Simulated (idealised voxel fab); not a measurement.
A process module follows: voxel gate over fins.
Section shown: cut. Width: 290 nm. Cell size: 5 nm, square.
Cross-section = grid of square cells, listed top down in bands; band = one or more rows.
Basically the band line says how high the top is and how high the bottom is, in nm, and then what's in it from left to right, every material with its width in nm. Empty space shows up as "blank", and if a single material carries "full width" it runs the full band edge to edge.
Below 0: as-received wafer, all one material; heights counted from there. Lowest band: no bottom, goes on down, written "from 0 down".
When a width is written as two numbers, as in "30 to 40", the first number is the width in the top row of cells of the band and the second is the width in its bottom row, and the width changes by the same amount from each row to the next.
The cross-section has no changed cell in any step marked "same as before".
For the entry "Non-vented voids", the listed items are empty spaces with no open way to the top whose size is 8 cells or more; each item follows the pattern width x height at distance, where distance is from the left edge and all three are in nm.
Post-settings text on a step line: simulator's own remark regarding the step.
If you see "overlay nm" on a step's line and that step has a mask, it's telling you how far right of where it was planned the mask ended up; a negative number means it went left instead.
Reading key. Pairs: pre-step and post-step cross-section, one process step apart; post-step view only to lowest changed band. Step between + settings: beneath pair. Runs: pairs may be from different runs of this module, same starting wafer. Continuation from pair above: only where "Before the step" entry says.

## Before the step
> from 0 down = Si full width
> Non-vented voids: none

## State After Step
> from 5 to 0 = SiN full width
> Lower than 0, everything is as it was.
> Non-vented voids: none
Step applied between the pre-step and post-step cross-sections shown above: CONFORMAL_DEP [material SiN] [thk nm 5]

Before the step: It is represented by the cross-section appearing after the step of the pair directly above.

## State After Step
> from 20 to 5 = blank=90, then resist=15, then blank=30, then resist=15, then blank=30, then resist=15, then blank=95
> Lower than 5, everything is as it was.
> Non-vented voids: none
Step applied between the pre-step and post-step cross-sections shown above: PATTERN [tone cover] [mask id FINS] [material resist] [width nm 15] [pitch nm 45] [thk nm 15] [overlay nm 0]

Before the step: It is represented by the cross-section appearing after the step of the pair directly above.

## State After Step
> from 20 to 5 = blank=90, then resist=15, then blank=30, then resist=15, then blank=30, then resist=15, then blank=95
> from 5 to 0 = blank=90, then SiN=15, then blank=30, then SiN=15, then blank=30, then SiN=15, then blank=95
> Lower than 0, everything is as it was.
> Non-vented voids: none
Step applied between the pre-step and post-step cross-sections shown above: DIRECTIONAL_ETCH [etch materials SiN] [depth nm 5]

Before the step: It is represented by the cross-section appearing after the step of the pair directly above.

## State After Step
> from 20 to 5 = blank=90, then resist=15, then blank=30, then resist=15, then blank=30, then resist=15, then blank=95
> from 5 to 0 = blank=90, then SiN=15, then blank=30, then SiN=15, then blank=30, then SiN=15, then blank=95
> from 0 to -30 = blank=90, then Si=15, then blank=30, then Si=15, then blank=30, then Si=15, then blank=95
> Lower than -30, everything is as it was.
> Non-vented voids: none
Step applied between the pre-step and post-step cross-sections shown above: DIRECTIONAL_ETCH [etch materials Si] [depth nm 30]

Before the step: It is represented by the cross-section appearing after the step of the pair directly above.

## State After Step
> from 5 to 0 = blank=90, then SiN=15, then blank=30, then SiN=15, then blank=30, then SiN=15, then blank=95
> Lower than 0, everything is as it was.
> Non-vented voids: none
Step applied between the pre-step and post-step cross-sections shown above: STRIP [etch materials resist]

Before the step: It is represented by the cross-section appearing after the step of the pair directly above.

## State After Step
> from 5 to 0 = blank=90, then SiN=15, then blank=30, then SiN=15, then blank=30, then SiN=15, then blank=95
> from 0 to -30 = blank=90, then SiO2=5, then Si=5, then SiO2=5, then blank=30, then SiO2=5, then Si=5, then SiO2=5, then blank=30, then SiO2=5, then Si=5, then SiO2=5, then blank=95
> from -30 to -35 = SiO2=95, then Si=5, then SiO2=40, then Si=5, then SiO2=40, then Si=5, then SiO2=100
> Lower than -35, everything is as it was.
> Non-vented voids: none
Step applied between the pre-step and post-step cross-sections shown above: OXIDIZE [depth nm 5]

Before the step: It is represented by the cross-section appearing after the step of the pair directly above.

## State After Step
> from 10 to 5 = SiO2 full width
> from 5 to 0 = SiO2=90, then SiN=15, then SiO2=30, then SiN=15, then SiO2=30, then SiN=15, then SiO2=95
> from 0 to -35 = SiO2=95, then Si=5, then SiO2=40, then Si=5, then SiO2=40, then Si=5, then SiO2=100
> Lower than -35, everything is as it was.
> Non-vented voids: none
Step applied between the pre-step and post-step cross-sections shown above: FILL_DEP [material SiO2] [thk nm 5]

Before the step: It is represented by the cross-section appearing after the step of the pair directly above.

## State After Step
> from 5 to 0 = SiO2=90, then SiN=15, then SiO2=30, then SiN=15, then SiO2=30, then SiN=15, then SiO2=95
> Lower than 0, everything is as it was.
> Non-vented voids: none
Step applied between the pre-step and post-step cross-sections shown above: CMP [height nm 5]

Before the step: It is represented by the cross-section appearing after the step of the pair directly above.

## State After Step
> from 5 to 0 = blank=90, then SiN=15, then blank=30, then SiN=15, then blank=30, then SiN=15, then blank=95
> from 0 to -10 = blank=95, then Si=5, then blank=40, then Si=5, then blank=40, then Si=5, then blank=100
> Lower than -10, everything is as it was.
> Non-vented voids: none
Step applied between the pre-step and post-step cross-sections shown above: SELECTIVE_ETCH [etch materials SiO2] [depth nm 15]

Before the step: It is represented by the cross-section appearing after the step of the pair directly above.

## State After Step
> from 0 to -10 = blank=95, then Si=5, then blank=40, then Si=5, then blank=40, then Si=5, then blank=100
> Lower than -10, everything is as it was.
> Non-vented voids: none
Step applied between the pre-step and post-step cross-sections shown above: STRIP [etch materials SiN]

Before the step: It is represented by the cross-section appearing after the step of the pair directly above.

## State After Step
> from 5 to 0 = blank=90, then HfO2=15, then blank=30, then HfO2=15, then blank=30, then HfO2=15, then blank=95
> from 0 to -5 = blank=90, then HfO2=5, then Si=5, then HfO2=5, then blank=30, then HfO2=5, then Si=5, then HfO2=5, then blank=30, then HfO2=5, then Si=5, then HfO2=5, then blank=95
> from -5 to -10 = HfO2=95, then Si=5, then HfO2=40, then Si=5, then HfO2=40, then Si=5, then HfO2=100
> Lower than -10, everything is as it was.
> Non-vented voids: none
Step applied between the pre-step and post-step cross-sections shown above: CONFORMAL_DEP [material HfO2] [thk nm 5]

Before the step: It is represented by the cross-section appearing after the step of the pair directly above.

## State After Step
> from 10 to 5 = blank=85, then TiN=25, then blank=20, then TiN=25, then blank=20, then TiN=25, then blank=90
> from 5 to 0 = blank=85, then TiN=5, then HfO2=15, then TiN=5, then blank=20, then TiN=5, then HfO2=15, then TiN=5, then blank=20, then TiN=5, then HfO2=15, then TiN=5, then blank=90
> from 0 to -5 = TiN=90, then HfO2=5, then Si=5, then HfO2=5, then TiN=30, then HfO2=5, then Si=5, then HfO2=5, then TiN=30, then HfO2=5, then Si=5, then HfO2=5, then TiN=95
> Lower than -5, everything is as it was.
> Non-vented voids: none
Step applied between the pre-step and post-step cross-sections shown above: CONFORMAL_DEP [material TiN] [thk nm 5]

Before the step: It is represented by the cross-section appearing after the step of the pair directly above.

## State After Step
> from 25 to 10 = W full width
> from 10 to 5 = W=85, then TiN=25, then W=20, then TiN=25, then W=20, then TiN=25, then W=90
> from 5 to 0 = W=85, then TiN=5, then HfO2=15, then TiN=5, then W=20, then TiN=5, then HfO2=15, then TiN=5, then W=20, then TiN=5, then HfO2=15, then TiN=5, then W=90
> Lower than 0, everything is as it was.
> Non-vented voids: none
Step applied between the pre-step and post-step cross-sections shown above: FILL_DEP [material W] [thk nm 15]

Before the step: It is represented by the cross-section appearing after the step of the pair directly above.

## State After Step
> from 20 to 10 = W full width
> Lower than 10, everything is as it was.
> Non-vented voids: none
Step applied between the pre-step and post-step cross-sections shown above: CMP [height nm 20]

Before the step: It is represented by the cross-section appearing after the step of the pair directly above.

## State After Step
> from 30 to 20 = SiCN full width
> Lower than 20, everything is as it was.
> Non-vented voids: none
Step applied between the pre-step and post-step cross-sections shown above: CONFORMAL_DEP [material SiCN] [thk nm 10]

## Before the step
> from 0 to -10 = blank=95, then Si=5, then blank=40, then Si=5, then blank=40, then Si=5, then blank=100
> from -10 to -35 = SiO2=95, then Si=5, then SiO2=40, then Si=5, then SiO2=40, then Si=5, then SiO2=100
> from -35 down = Si full width
> Non-vented voids: none

## State After Step
> from 5 to 0 = blank=90, then TiN=15, then blank=30, then TiN=15, then blank=30, then TiN=15, then blank=95
> from 0 to -5 = blank=90, then TiN=5, then Si=5, then TiN=5, then blank=30, then TiN=5, then Si=5, then TiN=5, then blank=30, then TiN=5, then Si=5, then TiN=5, then blank=95
> from -5 to -10 = TiN=95, then Si=5, then TiN=40, then Si=5, then TiN=40, then Si=5, then TiN=100
> Lower than -10, everything is as it was.
> Non-vented voids: none
Step applied between the pre-step and post-step cross-sections shown above: CONFORMAL_DEP [material TiN] [thk nm 5]

Before the step: It is represented by the cross-section appearing after the step of the pair directly above.

## State After Step
> from 20 to 5 = W full width
> from 5 to 0 = W=90, then TiN=15, then W=30, then TiN=15, then W=30, then TiN=15, then W=95
> from 0 to -5 = W=90, then TiN=5, then Si=5, then TiN=5, then W=30, then TiN=5, then Si=5, then TiN=5, then W=30, then TiN=5, then Si=5, then TiN=5, then W=95
> Lower than -5, everything is as it was.
> Non-vented voids: none
Step applied between the pre-step and post-step cross-sections shown above: FILL_DEP [material W] [thk nm 15]

Before the step: It is represented by the cross-section appearing after the step of the pair directly above.

## State After Step
> from 30 to 20 = SiCN full width
> Lower than 20, everything is as it was.
> Non-vented voids: none
Step applied between the pre-step and post-step cross-sections shown above: CONFORMAL_DEP [material SiCN] [thk nm 10]

## Before the step
> from 20 to 5 = blank=90, then resist=15, then blank=30, then resist=15, then blank=30, then resist=15, then blank=95
> from 5 to 0 = blank=90, then SiN=15, then blank=30, then SiN=15, then blank=30, then SiN=15, then blank=95
> from 0 to -30 = blank=90, then Si=15, then blank=30, then Si=15, then blank=30, then Si=15, then blank=95
> from -30 down = Si full width
> Non-vented voids: none

## State After Step
> from 20 to 5 = blank=90, then resist=15, then blank=30, then resist=15, then blank=30, then resist=15, then blank=95
> from 5 to 0 = blank=90, then SiN=15, then blank=30, then SiN=15, then blank=30, then SiN=15, then blank=95
> from 0 to -60 = blank=90, then Si=15, then blank=30, then Si=15, then blank=30, then Si=15, then blank=95
> Lower than -60, everything is as it was.
> Non-vented voids: none
Step applied between the pre-step and post-step cross-sections shown above: DIRECTIONAL_ETCH [etch materials Si] [depth nm 30]

Before the step: It is represented by the cross-section appearing after the step of the pair directly above.

## State After Step
> from 5 to 0 = blank=90, then SiN=15, then blank=30, then SiN=15, then blank=30, then SiN=15, then blank=95
> Lower than 0, everything is as it was.
> Non-vented voids: none
Step applied between the pre-step and post-step cross-sections shown above: STRIP [etch materials resist]

Before the step: It is represented by the cross-section appearing after the step of the pair directly above.

## State After Step
> from 5 to 0 = blank=90, then SiN=15, then blank=30, then SiN=15, then blank=30, then SiN=15, then blank=95
> from 0 to -60 = blank=90, then SiO2=5, then Si=5, then SiO2=5, then blank=30, then SiO2=5, then Si=5, then SiO2=5, then blank=30, then SiO2=5, then Si=5, then SiO2=5, then blank=95
> from -60 to -65 = SiO2=95, then Si=5, then SiO2=40, then Si=5, then SiO2=40, then Si=5, then SiO2=100
> Lower than -65, everything is as it was.
> Non-vented voids: none
Step applied between the pre-step and post-step cross-sections shown above: OXIDIZE [depth nm 5]

Before the step: It is represented by the cross-section appearing after the step of the pair directly above.

## State After Step
> from 10 to 5 = SiO2 full width
> from 5 to 0 = SiO2=90, then SiN=15, then SiO2=30, then SiN=15, then SiO2=30, then SiN=15, then SiO2=95
> from 0 to -65 = SiO2=95, then Si=5, then SiO2=40, then Si=5, then SiO2=40, then Si=5, then SiO2=100
> Lower than -65, everything is as it was.
> Non-vented voids: none
Step applied between the pre-step and post-step cross-sections shown above: FILL_DEP [material SiO2] [thk nm 5]

Before the step: It is represented by the cross-section appearing after the step of the pair directly above.

## State After Step
> from 5 to 0 = SiO2=90, then SiN=15, then SiO2=30, then SiN=15, then SiO2=30, then SiN=15, then SiO2=95
> Lower than 0, everything is as it was.
> Non-vented voids: none
Step applied between the pre-step and post-step cross-sections shown above: CMP [height nm 5]

Before the step: It is represented by the cross-section appearing after the step of the pair directly above.

## State After Step
> from 5 to 0 = blank=90, then SiN=15, then blank=30, then SiN=15, then blank=30, then SiN=15, then blank=95
> from 0 to -10 = blank=95, then Si=5, then blank=40, then Si=5, then blank=40, then Si=5, then blank=100
> Lower than -10, everything is as it was.
> Non-vented voids: none
Step applied between the pre-step and post-step cross-sections shown above: SELECTIVE_ETCH [etch materials SiO2] [depth nm 15]

Before the step: It is represented by the cross-section appearing after the step of the pair directly above.

## State After Step
> from 0 to -10 = blank=95, then Si=5, then blank=40, then Si=5, then blank=40, then Si=5, then blank=100
> Lower than -10, everything is as it was.
> Non-vented voids: none
Step applied between the pre-step and post-step cross-sections shown above: STRIP [etch materials SiN]

Before the step: It is represented by the cross-section appearing after the step of the pair directly above.

## State After Step
> from 5 to 0 = blank=90, then HfO2=15, then blank=30, then HfO2=15, then blank=30, then HfO2=15, then blank=95
> from 0 to -5 = blank=90, then HfO2=5, then Si=5, then HfO2=5, then blank=30, then HfO2=5, then Si=5, then HfO2=5, then blank=30, then HfO2=5, then Si=5, then HfO2=5, then blank=95
> from -5 to -10 = HfO2=95, then Si=5, then HfO2=40, then Si=5, then HfO2=40, then Si=5, then HfO2=100
> Lower than -10, everything is as it was.
> Non-vented voids: none
Step applied between the pre-step and post-step cross-sections shown above: CONFORMAL_DEP [material HfO2] [thk nm 5]

Before the step: It is represented by the cross-section appearing after the step of the pair directly above.

## State After Step
> from 10 to 5 = blank=85, then TiN=25, then blank=20, then TiN=25, then blank=20, then TiN=25, then blank=90
> from 5 to 0 = blank=85, then TiN=5, then HfO2=15, then TiN=5, then blank=20, then TiN=5, then HfO2=15, then TiN=5, then blank=20, then TiN=5, then HfO2=15, then TiN=5, then blank=90
> from 0 to -5 = TiN=90, then HfO2=5, then Si=5, then HfO2=5, then TiN=30, then HfO2=5, then Si=5, then HfO2=5, then TiN=30, then HfO2=5, then Si=5, then HfO2=5, then TiN=95
> Lower than -5, everything is as it was.
> Non-vented voids: none
Step applied between the pre-step and post-step cross-sections shown above: CONFORMAL_DEP [material TiN] [thk nm 5]

Before the step: It is represented by the cross-section appearing after the step of the pair directly above.

## State After Step
> from 25 to 10 = W full width
> from 10 to 5 = W=85, then TiN=25, then W=20, then TiN=25, then W=20, then TiN=25, then W=90
> from 5 to 0 = W=85, then TiN=5, then HfO2=15, then TiN=5, then W=20, then TiN=5, then HfO2=15, then TiN=5, then W=20, then TiN=5, then HfO2=15, then TiN=5, then W=90
> Lower than 0, everything is as it was.
> Non-vented voids: none
Step applied between the pre-step and post-step cross-sections shown above: FILL_DEP [material W] [thk nm 15]

Before the step: It is represented by the cross-section appearing after the step of the pair directly above.

## State After Step
> from 20 to 10 = W full width
> Lower than 10, everything is as it was.
> Non-vented voids: none
Step applied between the pre-step and post-step cross-sections shown above: CMP [height nm 20]

Before the step: It is represented by the cross-section appearing after the step of the pair directly above.

## State After Step
> from 30 to 20 = SiCN full width
> Lower than 20, everything is as it was.
> Non-vented voids: none
Step applied between the pre-step and post-step cross-sections shown above: CONFORMAL_DEP [material SiCN] [thk nm 10]

## Before the step
> from 5 to 0 = blank=90, then TiN=15, then blank=30, then TiN=15, then blank=30, then TiN=15, then blank=95
> from 0 to -5 = blank=90, then TiN=5, then Si=5, then TiN=5, then blank=30, then TiN=5, then Si=5, then TiN=5, then blank=30, then TiN=5, then Si=5, then TiN=5, then blank=95
> from -5 to -10 = TiN=95, then Si=5, then TiN=40, then Si=5, then TiN=40, then Si=5, then TiN=100
> from -10 to -35 = SiO2=95, then Si=5, then SiO2=40, then Si=5, then SiO2=40, then Si=5, then SiO2=100
> from -35 down = Si full width
> Non-vented voids: none

## State After Step
> from 10 to 5 = blank=85, then HfO2=25, then blank=20, then HfO2=25, then blank=20, then HfO2=25, then blank=90
> from 5 to 0 = blank=85, then HfO2=5, then TiN=15, then HfO2=5, then blank=20, then HfO2=5, then TiN=15, then HfO2=5, then blank=20, then HfO2=5, then TiN=15, then HfO2=5, then blank=90
> from 0 to -5 = HfO2=90, then TiN=5, then Si=5, then TiN=5, then HfO2=30, then TiN=5, then Si=5, then TiN=5, then HfO2=30, then TiN=5, then Si=5, then TiN=5, then HfO2=95
> Lower than -5, everything is as it was.
> Non-vented voids: none
Step applied between the pre-step and post-step cross-sections shown above: CONFORMAL_DEP [material HfO2] [thk nm 5]

Before the step: It is represented by the cross-section appearing after the step of the pair directly above.

## State After Step
> from 25 to 10 = W full width
> from 10 to 5 = W=85, then HfO2=25, then W=20, then HfO2=25, then W=20, then HfO2=25, then W=90
> from 5 to 0 = W=85, then HfO2=5, then TiN=15, then HfO2=5, then W=20, then HfO2=5, then TiN=15, then HfO2=5, then W=20, then HfO2=5, then TiN=15, then HfO2=5, then W=90
> Lower than 0, everything is as it was.
> Non-vented voids: none
Step applied between the pre-step and post-step cross-sections shown above: FILL_DEP [material W] [thk nm 15]

Before the step: It is represented by the cross-section appearing after the step of the pair directly above.

## State After Step
> from 20 to 10 = W full width
> Lower than 10, everything is as it was.
> Non-vented voids: none
Step applied between the pre-step and post-step cross-sections shown above: CMP [height nm 20]

Before the step: It is represented by the cross-section appearing after the step of the pair directly above.

## State After Step
> from 30 to 20 = SiCN full width
> Lower than 20, everything is as it was.
> Non-vented voids: none
Step applied between the pre-step and post-step cross-sections shown above: CONFORMAL_DEP [material SiCN] [thk nm 10]

## Before the step
> from 20 to 10 = W full width
> from 10 to 5 = W=85, then TiN=25, then W=20, then TiN=25, then W=20, then TiN=25, then W=90
> from 5 to 0 = W=85, then TiN=5, then HfO2=15, then TiN=5, then W=20, then TiN=5, then HfO2=15, then TiN=5, then W=20, then TiN=5, then HfO2=15, then TiN=5, then W=90
> from 0 to -5 = TiN=90, then HfO2=5, then Si=5, then HfO2=5, then TiN=30, then HfO2=5, then Si=5, then HfO2=5, then TiN=30, then HfO2=5, then Si=5, then HfO2=5, then TiN=95
> from -5 to -10 = HfO2=95, then Si=5, then HfO2=40, then Si=5, then HfO2=40, then Si=5, then HfO2=100
> from -10 to -35 = SiO2=95, then Si=5, then SiO2=40, then Si=5, then SiO2=40, then Si=5, then SiO2=100
> from -35 down = Si full width
> Non-vented voids: none

## State After Step
> from 35 to 20 = SiCN full width
> Lower than 20, everything is as it was.
> Non-vented voids: none
Step applied between the pre-step and post-step cross-sections shown above: CONFORMAL_DEP [material SiCN] [thk nm 15]

## Before the step
> from 5 to 0 = SiN full width
> from 0 down = Si full width
> Non-vented voids: none

## State After Step
> from 20 to 5 = blank=90, then resist=20, then blank=25, then resist=20, then blank=25, then resist=20, then blank=90
> Lower than 5, everything is as it was.
> Non-vented voids: none
Step applied between the pre-step and post-step cross-sections shown above: PATTERN [tone cover] [mask id FINS] [material resist] [width nm 20] [pitch nm 45] [thk nm 15] [overlay nm 0]

Before the step: It is represented by the cross-section appearing after the step of the pair directly above.

## State After Step
> from 20 to 5 = blank=90, then resist=20, then blank=25, then resist=20, then blank=25, then resist=20, then blank=90
> from 5 to 0 = blank=90, then SiN=20, then blank=25, then SiN=20, then blank=25, then SiN=20, then blank=90
> Lower than 0, everything is as it was.
> Non-vented voids: none
Step applied between the pre-step and post-step cross-sections shown above: DIRECTIONAL_ETCH [etch materials SiN] [depth nm 5]

Before the step: It is represented by the cross-section appearing after the step of the pair directly above.

## State After Step
> from 20 to 5 = blank=90, then resist=20, then blank=25, then resist=20, then blank=25, then resist=20, then blank=90
> from 5 to 0 = blank=90, then SiN=20, then blank=25, then SiN=20, then blank=25, then SiN=20, then blank=90
> from 0 to -30 = blank=90, then Si=20, then blank=25, then Si=20, then blank=25, then Si=20, then blank=90
> Lower than -30, everything is as it was.
> Non-vented voids: none
Step applied between the pre-step and post-step cross-sections shown above: DIRECTIONAL_ETCH [etch materials Si] [depth nm 30]

Before the step: It is represented by the cross-section appearing after the step of the pair directly above.

## State After Step
> from 5 to 0 = blank=90, then SiN=20, then blank=25, then SiN=20, then blank=25, then SiN=20, then blank=90
> Lower than 0, everything is as it was.
> Non-vented voids: none
Step applied between the pre-step and post-step cross-sections shown above: STRIP [etch materials resist]

Before the step: It is represented by the cross-section appearing after the step of the pair directly above.

## State After Step
> from 5 to 0 = blank=90, then SiN=20, then blank=25, then SiN=20, then blank=25, then SiN=20, then blank=90
> from 0 to -30 = blank=90, then SiO2=5, then Si=10, then SiO2=5, then blank=25, then SiO2=5, then Si=10, then SiO2=5, then blank=25, then SiO2=5, then Si=10, then SiO2=5, then blank=90
> from -30 to -35 = SiO2=95, then Si=10, then SiO2=35, then Si=10, then SiO2=35, then Si=10, then SiO2=95
> Lower than -35, everything is as it was.
> Non-vented voids: none
Step applied between the pre-step and post-step cross-sections shown above: OXIDIZE [depth nm 5]

Before the step: It is represented by the cross-section appearing after the step of the pair directly above.

## State After Step
> from 10 to 5 = SiO2 full width
> from 5 to 0 = SiO2=90, then SiN=20, then SiO2=25, then SiN=20, then SiO2=25, then SiN=20, then SiO2=90
> from 0 to -35 = SiO2=95, then Si=10, then SiO2=35, then Si=10, then SiO2=35, then Si=10, then SiO2=95
> Lower than -35, everything is as it was.
> Non-vented voids: none
Step applied between the pre-step and post-step cross-sections shown above: FILL_DEP [material SiO2] [thk nm 5]

Before the step: It is represented by the cross-section appearing after the step of the pair directly above.

## State After Step
> from 5 to 0 = SiO2=90, then SiN=20, then SiO2=25, then SiN=20, then SiO2=25, then SiN=20, then SiO2=90
> Lower than 0, everything is as it was.
> Non-vented voids: none
Step applied between the pre-step and post-step cross-sections shown above: CMP [height nm 5]

Before the step: It is represented by the cross-section appearing after the step of the pair directly above.

## State After Step
> from 5 to 0 = blank=90, then SiN=20, then blank=25, then SiN=20, then blank=25, then SiN=20, then blank=90
> from 0 to -10 = blank=95, then Si=10, then blank=35, then Si=10, then blank=35, then Si=10, then blank=95
> Lower than -10, everything is as it was.
> Non-vented voids: none
Step applied between the pre-step and post-step cross-sections shown above: SELECTIVE_ETCH [etch materials SiO2] [depth nm 15]

Before the step: It is represented by the cross-section appearing after the step of the pair directly above.

## State After Step
> from 0 to -10 = blank=95, then Si=10, then blank=35, then Si=10, then blank=35, then Si=10, then blank=95
> Lower than -10, everything is as it was.
> Non-vented voids: none
Step applied between the pre-step and post-step cross-sections shown above: STRIP [etch materials SiN]

Before the step: It is represented by the cross-section appearing after the step of the pair directly above.

## State After Step
> from 5 to 0 = blank=90, then HfO2=20, then blank=25, then HfO2=20, then blank=25, then HfO2=20, then blank=90
> from 0 to -5 = blank=90, then HfO2=5, then Si=10, then HfO2=5, then blank=25, then HfO2=5, then Si=10, then HfO2=5, then blank=25, then HfO2=5, then Si=10, then HfO2=5, then blank=90
> from -5 to -10 = HfO2=95, then Si=10, then HfO2=35, then Si=10, then HfO2=35, then Si=10, then HfO2=95
> Lower than -10, everything is as it was.
> Non-vented voids: none
Step applied between the pre-step and post-step cross-sections shown above: CONFORMAL_DEP [material HfO2] [thk nm 5]

Before the step: It is represented by the cross-section appearing after the step of the pair directly above.

## State After Step
> from 10 to 5 = blank=85, then TiN=30, then blank=15, then TiN=30, then blank=15, then TiN=30, then blank=85
> from 5 to 0 = blank=85, then TiN=5, then HfO2=20, then TiN=5, then blank=15, then TiN=5, then HfO2=20, then TiN=5, then blank=15, then TiN=5, then HfO2=20, then TiN=5, then blank=85
> from 0 to -5 = TiN=90, then HfO2=5, then Si=10, then HfO2=5, then TiN=25, then HfO2=5, then Si=10, then HfO2=5, then TiN=25, then HfO2=5, then Si=10, then HfO2=5, then TiN=90
> Lower than -5, everything is as it was.
> Non-vented voids: none
Step applied between the pre-step and post-step cross-sections shown above: CONFORMAL_DEP [material TiN] [thk nm 5]

Before the step: It is represented by the cross-section appearing after the step of the pair directly above.

## State After Step
> from 25 to 10 = W full width
> from 10 to 5 = W=85, then TiN=30, then W=15, then TiN=30, then W=15, then TiN=30, then W=85
> from 5 to 0 = W=85, then TiN=5, then HfO2=20, then TiN=5, then W=15, then TiN=5, then HfO2=20, then TiN=5, then W=15, then TiN=5, then HfO2=20, then TiN=5, then W=85
> Lower than 0, everything is as it was.
> Non-vented voids: none
Step applied between the pre-step and post-step cross-sections shown above: FILL_DEP [material W] [thk nm 15]

Before the step: It is represented by the cross-section appearing after the step of the pair directly above.

## State After Step
> from 20 to 10 = W full width
> Lower than 10, everything is as it was.
> Non-vented voids: none
Step applied between the pre-step and post-step cross-sections shown above: CMP [height nm 20]

Before the step: It is represented by the cross-section appearing after the step of the pair directly above.

## State After Step
> from 30 to 20 = SiCN full width
> Lower than 20, everything is as it was.
> Non-vented voids: none
Step applied between the pre-step and post-step cross-sections shown above: CONFORMAL_DEP [material SiCN] [thk nm 10]

## Before the step
> from 5 to 0 = SiN full width
> from 0 down = Si full width
> Non-vented voids: none

## State After Step
> from 20 to 5 = blank=80, then resist=15, then blank=30, then resist=15, then blank=30, then resist=15, then blank=105
> Lower than 5, everything is as it was.
> Non-vented voids: none
Step applied between the pre-step and post-step cross-sections shown above: PATTERN [tone cover] [mask id FINS] [material resist] [width nm 15] [pitch nm 45] [thk nm 15] [overlay nm -10]

Before the step: It is represented by the cross-section appearing after the step of the pair directly above.

## State After Step
> from 20 to 5 = blank=80, then resist=15, then blank=30, then resist=15, then blank=30, then resist=15, then blank=105
> from 5 to 0 = blank=80, then SiN=15, then blank=30, then SiN=15, then blank=30, then SiN=15, then blank=105
> Lower than 0, everything is as it was.
> Non-vented voids: none
Step applied between the pre-step and post-step cross-sections shown above: DIRECTIONAL_ETCH [etch materials SiN] [depth nm 5]

Before the step: It is represented by the cross-section appearing after the step of the pair directly above.

## State After Step
> from 20 to 5 = blank=80, then resist=15, then blank=30, then resist=15, then blank=30, then resist=15, then blank=105
> from 5 to 0 = blank=80, then SiN=15, then blank=30, then SiN=15, then blank=30, then SiN=15, then blank=105
> from 0 to -30 = blank=80, then Si=15, then blank=30, then Si=15, then blank=30, then Si=15, then blank=105
> Lower than -30, everything is as it was.
> Non-vented voids: none
Step applied between the pre-step and post-step cross-sections shown above: DIRECTIONAL_ETCH [etch materials Si] [depth nm 30]

Before the step: It is represented by the cross-section appearing after the step of the pair directly above.

## State After Step
> from 5 to 0 = blank=80, then SiN=15, then blank=30, then SiN=15, then blank=30, then SiN=15, then blank=105
> Lower than 0, everything is as it was.
> Non-vented voids: none
Step applied between the pre-step and post-step cross-sections shown above: STRIP [etch materials resist]

Before the step: It is represented by the cross-section appearing after the step of the pair directly above.

## State After Step
> from 5 to 0 = blank=80, then SiN=15, then blank=30, then SiN=15, then blank=30, then SiN=15, then blank=105
> from 0 to -30 = blank=80, then SiO2=5, then Si=5, then SiO2=5, then blank=30, then SiO2=5, then Si=5, then SiO2=5, then blank=30, then SiO2=5, then Si=5, then SiO2=5, then blank=105
> from -30 to -35 = SiO2=85, then Si=5, then SiO2=40, then Si=5, then SiO2=40, then Si=5, then SiO2=110
> Lower than -35, everything is as it was.
> Non-vented voids: none
Step applied between the pre-step and post-step cross-sections shown above: OXIDIZE [depth nm 5]

Before the step: It is represented by the cross-section appearing after the step of the pair directly above.

## State After Step
> from 10 to 5 = SiO2 full width
> from 5 to 0 = SiO2=80, then SiN=15, then SiO2=30, then SiN=15, then SiO2=30, then SiN=15, then SiO2=105
> from 0 to -35 = SiO2=85, then Si=5, then SiO2=40, then Si=5, then SiO2=40, then Si=5, then SiO2=110
> Lower than -35, everything is as it was.
> Non-vented voids: none
Step applied between the pre-step and post-step cross-sections shown above: FILL_DEP [material SiO2] [thk nm 5]

Before the step: It is represented by the cross-section appearing after the step of the pair directly above.

## State After Step
> from 5 to 0 = SiO2=80, then SiN=15, then SiO2=30, then SiN=15, then SiO2=30, then SiN=15, then SiO2=105
> Lower than 0, everything is as it was.
> Non-vented voids: none
Step applied between the pre-step and post-step cross-sections shown above: CMP [height nm 5]

Before the step: It is represented by the cross-section appearing after the step of the pair directly above.

## State After Step
> from 5 to 0 = blank=80, then SiN=15, then blank=30, then SiN=15, then blank=30, then SiN=15, then blank=105
> from 0 to -10 = blank=85, then Si=5, then blank=40, then Si=5, then blank=40, then Si=5, then blank=110
> Lower than -10, everything is as it was.
> Non-vented voids: none
Step applied between the pre-step and post-step cross-sections shown above: SELECTIVE_ETCH [etch materials SiO2] [depth nm 15]

Before the step: It is represented by the cross-section appearing after the step of the pair directly above.

## State After Step
> from 0 to -10 = blank=85, then Si=5, then blank=40, then Si=5, then blank=40, then Si=5, then blank=110
> Lower than -10, everything is as it was.
> Non-vented voids: none
Step applied between the pre-step and post-step cross-sections shown above: STRIP [etch materials SiN]

Before the step: It is represented by the cross-section appearing after the step of the pair directly above.

## State After Step
> from 5 to 0 = blank=80, then HfO2=15, then blank=30, then HfO2=15, then blank=30, then HfO2=15, then blank=105
> from 0 to -5 = blank=80, then HfO2=5, then Si=5, then HfO2=5, then blank=30, then HfO2=5, then Si=5, then HfO2=5, then blank=30, then HfO2=5, then Si=5, then HfO2=5, then blank=105
> from -5 to -10 = HfO2=85, then Si=5, then HfO2=40, then Si=5, then HfO2=40, then Si=5, then HfO2=110
> Lower than -10, everything is as it was.
> Non-vented voids: none
Step applied between the pre-step and post-step cross-sections shown above: CONFORMAL_DEP [material HfO2] [thk nm 5]

Before the step: It is represented by the cross-section appearing after the step of the pair directly above.

## State After Step
> from 10 to 5 = blank=75, then TiN=25, then blank=20, then TiN=25, then blank=20, then TiN=25, then blank=100
> from 5 to 0 = blank=75, then TiN=5, then HfO2=15, then TiN=5, then blank=20, then TiN=5, then HfO2=15, then TiN=5, then blank=20, then TiN=5, then HfO2=15, then TiN=5, then blank=100
> from 0 to -5 = TiN=80, then HfO2=5, then Si=5, then HfO2=5, then TiN=30, then HfO2=5, then Si=5, then HfO2=5, then TiN=30, then HfO2=5, then Si=5, then HfO2=5, then TiN=105
> Lower than -5, everything is as it was.
> Non-vented voids: none
Step applied between the pre-step and post-step cross-sections shown above: CONFORMAL_DEP [material TiN] [thk nm 5]

Before the step: It is represented by the cross-section appearing after the step of the pair directly above.

## State After Step
> from 25 to 10 = W full width
> from 10 to 5 = W=75, then TiN=25, then W=20, then TiN=25, then W=20, then TiN=25, then W=100
> from 5 to 0 = W=75, then TiN=5, then HfO2=15, then TiN=5, then W=20, then TiN=5, then HfO2=15, then TiN=5, then W=20, then TiN=5, then HfO2=15, then TiN=5, then W=100
> Lower than 0, everything is as it was.
> Non-vented voids: none
Step applied between the pre-step and post-step cross-sections shown above: FILL_DEP [material W] [thk nm 15]
